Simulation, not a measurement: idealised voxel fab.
process module | voxel transistor to metal
cross-section cut | 165 nm wide | cells 5 nm
A cross-section is a grid of square cells, given in bands from the top down. A band is one or more rows of cells.
Each band's line starts with the height of the band's top and of its bottom, in nm. Then come its materials from left to right, each with its width in nm. One material with "throughout" fills the band from edge to edge. "air" is empty space.
Height 0 is the level under which the wafer as received is all one material. The lowest band goes on downwards, as in "0 down".
A width such as "30 to 40" changes by the same amount from each row of cells to the next, from the band's top row to its bottom row.
"no change" after a step means that no cell of the cross-section changed.
closed voids: empty space of 8 cells or more with no open way to the top, each as width x height at its distance from the left edge, in nm
after a step's settings: what the simulator itself notes on the step
overlay nm, on a step with a mask: how far to the right of its planned place the mask lay; to the left if negative
plan
1 op RECEIVE | material Si
2 op OXIDIZE | depth nm 5
3 op CONFORMAL_DEP | material SiN | thk nm 10
4 op MASKED_ETCH | tone cover | mask id ACTIVE | width nm 115 | etch materials SiN | depth nm 10 | overlay nm 0
5 op MASKED_ETCH | tone cover | mask id ACTIVE | width nm 115 | etch materials SiO2 | depth nm 5 | overlay nm 0
6 op MASKED_ETCH | tone cover | mask id ACTIVE | width nm 115 | etch materials Si | depth nm 35 | overlay nm 0
7 op OXIDIZE | depth nm 5
8 op FILL_DEP | material SiO2 | thk nm 15
9 op CMP | height nm 10
10 op SELECTIVE_ETCH | etch materials SiO2 | depth nm 10
11 op STRIP | etch materials SiN
12 op SELECTIVE_ETCH | etch materials SiO2 | depth nm 5
13 op OXIDIZE | depth nm 5
14 op DIRECTIONAL_DEP | material polySi | thk nm 25
15 op DIRECTIONAL_DEP | material SiCN | thk nm 10
16 op MASKED_ETCH | tone cover | mask id GATE | width nm 35 | etch materials SiCN | depth nm 20 | overlay nm 0
17 op MASKED_ETCH | tone cover | mask id GATE | width nm 35 | etch materials polySi | depth nm 35 | overlay nm 0
18 op CONFORMAL_DEP | material SiN | thk nm 10
19 op DIRECTIONAL_ETCH | etch materials SiN | depth nm 10
20 op DIRECTIONAL_ETCH | etch materials SiO2 | depth nm 5
21 op DIRECTIONAL_ETCH | etch materials Si | depth nm 5
22 op EPI | material SiGe | thk nm 5
23 op FILL_DEP | material SiO2 | thk nm 10
24 op CMP | height nm 20
25 op STRIP | etch materials polySi
26 op SELECTIVE_ETCH | etch materials SiO2 | depth nm 5
27 op CONFORMAL_DEP | material HfO2 | thk nm 5
28 op CONFORMAL_DEP | material TiN | thk nm 5
29 op FILL_DEP | material W | thk nm 5
30 op CMP | height nm 15
31 op DIRECTIONAL_DEP | material SiO2 | thk nm 10
32 op DIRECTIONAL_DEP | material aC | thk nm 10
33 op PATTERN | tone open | mask id CONTACT | material resist | width nm 20 | pitch nm 85 | thk nm 30 | overlay nm 0
34 op DIRECTIONAL_ETCH | etch materials aC | depth nm 10
35 op STRIP | etch materials resist
36 op DIRECTIONAL_ETCH | etch materials SiO2 | depth nm 35
37 op STRIP | etch materials aC
38 op CONFORMAL_DEP | material TiN | thk nm 5
39 op FILL_DEP | material W | thk nm 5
40 op CMP | height nm 25
41 op DIRECTIONAL_DEP | material TiN | thk nm 5
42 op DIRECTIONAL_DEP | material W | thk nm 25
43 op MASKED_ETCH | tone cover | mask id METAL_1 | width nm 20 | pitch nm 85 | etch materials W | depth nm 25 | overlay nm 0
44 op MASKED_ETCH | tone cover | mask id METAL_1 | width nm 20 | pitch nm 85 | etch materials TiN | depth nm 5 | overlay nm 0
45 op CONFORMAL_DEP | material SiN | thk nm 5
46 op FILL_DEP | material lowk | thk nm 5
47 op CMP | height nm 55
48 op CONFORMAL_DEP | material SiCN | thk nm 5
as received, after step 1
  0 down: Si throughout
  closed voids: none
first wafer at the end, as planned
  60 to 55: SiCN throughout
  55 to 30: lowk 25 | SiN 5 | W 20 | SiN 5 | lowk 55 | SiN 5 | W 20 | SiN 5 | lowk 25
  30 to 25: SiN 30 | TiN 20 | SiN 65 | TiN 20 | SiN 30
  25 to 15: SiO2 30 | TiN 5 | W 10 | TiN 5 | SiO2 65 | TiN 5 | W 10 | TiN 5 | SiO2 30
  15 to 0: SiO2 30 | TiN 5 | W 10 | TiN 5 | SiO2 5 | SiN 10 | HfO2 5 | TiN 5 | W 15 | TiN 5 | HfO2 5 | SiN 10 | SiO2 5 | TiN 5 | W 10 | TiN 5 | SiO2 30
  0 to -5: SiO2 30 | TiN 5 | W 10 | TiN 5 | SiO2 5 | SiN 10 | HfO2 5 | TiN 25 | HfO2 5 | SiN 10 | SiO2 5 | TiN 5 | W 10 | TiN 5 | SiO2 30
  -5 to -10: SiO2 30 | TiN 20 | SiGe 5 | SiO2 5 | HfO2 45 | SiO2 5 | SiGe 5 | TiN 20 | SiO2 30
  -10 to -15: SiO2 30 | SiGe 25 | Si 55 | SiGe 25 | SiO2 30
  -15 to -45: SiO2 30 | Si 105 | SiO2 30
  -45 down: Si throughout
  closed voids: none
second wafer at the end: like start, like plan, one mistake
  60 to 55: SiCN throughout
  55 to 30: lowk throughout
  30 to 25: TiN throughout
  25 to 15: SiO2 30 | TiN 5 | W 10 | TiN 5 | SiO2 65 | TiN 5 | W 10 | TiN 5 | SiO2 30
  15 to 0: SiO2 30 | TiN 5 | W 10 | TiN 5 | SiO2 5 | SiN 10 | HfO2 5 | TiN 5 | W 15 | TiN 5 | HfO2 5 | SiN 10 | SiO2 5 | TiN 5 | W 10 | TiN 5 | SiO2 30
  0 to -5: SiO2 30 | TiN 5 | W 10 | TiN 5 | SiO2 5 | SiN 10 | HfO2 5 | TiN 25 | HfO2 5 | SiN 10 | SiO2 5 | TiN 5 | W 10 | TiN 5 | SiO2 30
  -5 to -10: SiO2 30 | TiN 20 | SiGe 5 | SiO2 5 | HfO2 45 | SiO2 5 | SiGe 5 | TiN 20 | SiO2 30
  -10 to -15: SiO2 30 | SiGe 25 | Si 55 | SiGe 25 | SiO2 30
  -15 to -45: SiO2 30 | Si 105 | SiO2 30
  -45 down: Si throughout
  closed voids: none
what went wrong: step 42 ran as: op DIRECTIONAL_DEP | material lowk | thk nm 25
at the end the second wafer has, in cells: 45 fewer of SiN | 25 more of TiN | 40 fewer of W | 60 more of lowk
